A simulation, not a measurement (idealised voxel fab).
A process module follows: voxel spacer lines.
Section cut is 180 nm wide and gridded with 5 nm square cells.
Cross-section = grid of square cells, listed top down in bands; band = one or more rows.
Heads up on the band format: heights come first, top then bottom, in nm. After that it's the materials left to right, each with its width in nm. A single material flagged "everywhere" fills the whole band edge to edge, and "air" means there's empty space there.
Height reference: 0 = level under which incoming wafer is all one material. Lowest band: no bottom, runs on downward, e.g. "from 0 down".
The width entry "30->40" should be interpreted row by row: the top row of cells in the band takes the first number, the bottom row takes the second number, and the change between adjacent rows is uniform throughout.
Where a step carries "nothing was modified", the cross-section came out of it unchanged, cell for cell.
In "Enclosed cavities" the enclosed voids are listed, meaning empty spaces of 8 cells or larger without any opening to the top. The form is width x height at distance, distance from the left edge, units nm.
Anything after a step's settings on that line? It's the simulator's own note about the step.
"overlay nm" denotes, for a step that has a mask, the displacement of the mask to the right of its planned place, with negative values corresponding to the left.

HERE'S WHAT THE PLANNED PROCESS STEPS LOOK LIKE
1. RECEIVE | material Si
2. CONFORMAL_DEP | material Al2O3 | thk nm 5
3. DIRECTIONAL_DEP | material W | thk nm 10
4. DIRECTIONAL_DEP | material aC | thk nm 30
5. PATTERN | tone cover | mask id MANDREL | material resist | width nm 15 | pitch nm 50 | thk nm 35 | overlay nm 0
6. DIRECTIONAL_ETCH | etch materials aC | depth nm 30
7. STRIP | etch materials resist
8. CONFORMAL_DEP | material SiO2 | thk nm 10
9. DIRECTIONAL_ETCH | etch materials SiO2 | depth nm 10
10. STRIP | etch materials aC
11. DIRECTIONAL_ETCH | etch materials W | depth nm 10
12. STRIP | etch materials SiO2
13. FILL_DEP | material lowk | thk nm 10
14. CMP | height nm 15
Variable across wafers: step 5 width nm (plan value is that of the first wafer; starting state common to all).

FIRST WAFER OF SEVERAL, AS RECEIVED: CROSS-SECTION AFTER STEP 1
- from 0 down: Si everywhere
- Enclosed cavities: none

HEADS UP, THIS TABLE GOES WAFER BY WAFER. A ROW TELLS YOU, AT THE END OF THE MODULE, HOW MANY CELLS OF EACH MATERIAL THAT WAFER HAS PUT ON (+) OR DROPPED (-) SINCE IT WAS RECEIVED, AND THEN ITS CLOSED VOIDS
width nm 15; +36 Al2O3; +24 W; +48 lowk; Enclosed cavities: none
width nm 20; +36 Al2O3; +24 W; +48 lowk; Enclosed cavities: none
width nm 25; +36 Al2O3; +24 W; +48 lowk; Enclosed cavities: none
width nm 30; +36 Al2O3; +24 W; +48 lowk; Enclosed cavities: none
